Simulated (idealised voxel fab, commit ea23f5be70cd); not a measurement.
Process module, titled voxel capacitor over wiring
Square cell edge 5 nm, section width 160 nm, ID cut.
Each cross-section below is a grid of square cells, stated as bands in top-down order, with one or more rows of cells making up each band.
Band: top height; bottom height; in nm. Then, left to right: material with width in nm, for each material. "full width": a single material spanning edge to edge. "empty": empty space.
We count height from 0. Below that, the starting wafer is all one material. The lowest band never ends at the bottom but goes on down; see "from 0 down" for how that is written.
The width entry "30..40" should be interpreted row by row: the top row of cells in the band takes the first number, the bottom row takes the second number, and the change between adjacent rows is uniform throughout.
"left unchanged", as given for a step, is the statement that not any cell of the cross-section underwent a change during that step.
"Enclosed cavity list" enumerates empty spaces isolated from the top, with no open way to it, that contain at least 8 cells, giving each as width x height at distance from the left edge, all three in nm.
On each step's line, the part that comes after the settings is the simulator's own comment on the step.
The "overlay nm" setting may appear on a step's line; for a step that uses a mask, it gives how far to the right of its planned position the mask lay, and a negative value indicates the left.
## Listed below are the process steps as planned
| 1 | RECEIVE (material Si) |
| 2 | CONFORMAL_DEP (material SiO2; thk nm 10) |
| 3 | DIRECTIONAL_DEP (material TiN; thk nm 5) |
| 4 | DIRECTIONAL_DEP (material Ru; thk nm 15) |
| 5 | MASKED_ETCH (tone cover; mask id METAL_1; width nm 20; pitch nm 90; etch materials Ru; depth nm 15; overlay nm 0) |
| 6 | MASKED_ETCH (tone cover; mask id METAL_1; width nm 20; pitch nm 90; etch materials TiN; depth nm 5; overlay nm 0) |
| 7 | CONFORMAL_DEP (material SiN; thk nm 5) |
| 8 | FILL_DEP (material lowk; thk nm 5) |
| 9 | CMP (height nm 30) |
| 10 | CONFORMAL_DEP (material SiCN; thk nm 5) |
| 11 | DIRECTIONAL_DEP (material lowk; thk nm 20) |
| 12 | DIRECTIONAL_DEP (material aC; thk nm 10) |
| 13 | PATTERN (tone open; mask id PLUG_1; material resist; width nm 15; thk nm 25; overlay nm 0) |
| 14 | DIRECTIONAL_ETCH (etch materials aC; depth nm 10) |
| 15 | STRIP (etch materials resist) |
| 16 | DIRECTIONAL_ETCH (etch materials lowk; depth nm 20) |
| 17 | DIRECTIONAL_ETCH (etch materials SiCN; depth nm 5) |
| 18 | STRIP (etch materials aC) |
| 19 | EPI (material Ru; thk nm 10) |
| 20 | EPI (material Ru; thk nm 10) |
| 21 | EPI (material Ru; thk nm 5) |
| 22 | DIRECTIONAL_DEP (material TiN; thk nm 10) |
| 23 | DIRECTIONAL_DEP (material Al2O3; thk nm 5) |
| 24 | DIRECTIONAL_DEP (material TiN; thk nm 10) |
| 25 | MASKED_ETCH (tone cover; mask id UPPER_PLATE; width nm 75; etch materials TiN; depth nm 10; overlay nm 0) |
| 26 | MASKED_ETCH (tone cover; mask id UPPER_PLATE; width nm 75; etch materials Al2O3; depth nm 5; overlay nm 0) |
| 27 | DIRECTIONAL_DEP (material aC; thk nm 15) |
| 28 | PATTERN (tone cover; mask id LOWER_PLATE; material resist; width nm 85; thk nm 35; overlay nm 0) |
| 29 | DIRECTIONAL_ETCH (etch materials aC; depth nm 15) |
| 30 | STRIP (etch materials resist) |
| 31 | DIRECTIONAL_ETCH (etch materials TiN; depth nm 10) |
| 32 | STRIP (etch materials aC) |
| 33 | FILL_DEP (material SiO2; thk nm 20) |
| 34 | CMP (height nm 95) |
| 35 | PATTERN (tone open; mask id PLUG_2; material resist; width nm 15; thk nm 20; overlay nm 0) |
| 36 | DIRECTIONAL_ETCH (etch materials SiO2; depth nm 15) |
| 37 | STRIP (etch materials resist) |
| 38 | CONFORMAL_DEP (material TiN; thk nm 5) |
| 39 | FILL_DEP (material Cu; thk nm 5) |
| 40 | CMP (height nm 95) |
| 41 | CONFORMAL_DEP (material SiCN; thk nm 5) |
## Cross-section of the wafer as it came to us, i.e., already through step 1
> from 0 down = Si full width
> Enclosed cavity list: none
## Cross-section taken at module completion on the first of two wafers; processed per the plan
> from 100 to 95 = SiCN full width
> from 95 to 85 = 40 nm SiO2; 5 nm TiN; 5 nm Cu; 5 nm TiN; 105 nm SiO2
> from 85 to 80 = 40 nm SiO2; 15 nm TiN; 105 nm SiO2
> from 80 to 70 = 30 nm SiO2; 75 nm TiN; 55 nm SiO2
> from 70 to 65 = 30 nm SiO2; 75 nm Al2O3; 55 nm SiO2
> from 65 to 55 = 25 nm SiO2; 85 nm TiN; 50 nm SiO2
> from 55 to 35 = 30 nm lowk; 15 nm Ru; 115 nm lowk
> from 35 to 30 = 30 nm SiCN; 15 nm Ru; 115 nm SiCN
> from 30 to 15 = 20 nm lowk; 5 nm SiN; 20 nm Ru; 5 nm SiN; 60 nm lowk; 5 nm SiN; 20 nm Ru; 5 nm SiN; 20 nm lowk
> from 15 to 10 = 25 nm SiN; 20 nm TiN; 70 nm SiN; 20 nm TiN; 25 nm SiN
> from 10 to 0 = SiO2 full width
> from 0 down = Si full width
> Enclosed cavity list: none
## So this is wafer number two of the two, cut at the end of the module - it started where the first did and had the same plan, we just got one thing wrong running it
> from 100 to 95 = SiCN full width
> from 95 to 85 = 35 nm Cu; 5 nm TiN; 15 nm SiO2; 5 nm TiN; 100 nm Cu
> from 85 to 80 = 40 nm TiN; 15 nm SiO2; 105 nm TiN
> from 80 to 70 = 30 nm SiO2; 75 nm TiN; 55 nm SiO2
> from 70 to 65 = 30 nm SiO2; 75 nm Al2O3; 55 nm SiO2
> from 65 to 55 = 25 nm SiO2; 85 nm TiN; 50 nm SiO2
> from 55 to 35 = 30 nm lowk; 15 nm Ru; 115 nm lowk
> from 35 to 30 = 30 nm SiCN; 15 nm Ru; 115 nm SiCN
> from 30 to 15 = 20 nm lowk; 5 nm SiN; 20 nm Ru; 5 nm SiN; 60 nm lowk; 5 nm SiN; 20 nm Ru; 5 nm SiN; 20 nm lowk
> from 15 to 10 = 25 nm SiN; 20 nm TiN; 70 nm SiN; 20 nm TiN; 25 nm SiN
> from 10 to 0 = SiO2 full width
> from 0 down = Si full width
> Enclosed cavity list: none
what went wrong: step 35 did not use the planned setting and instead ran as PATTERN (tone cover; mask id PLUG_2; material resist; width nm 15; thk nm 20; overlay nm 0)
The closing comparison, in cells, has the second wafer with more or fewer of some materials than the first: Cu: 52 more, SiO2: 78 fewer, TiN: 26 more
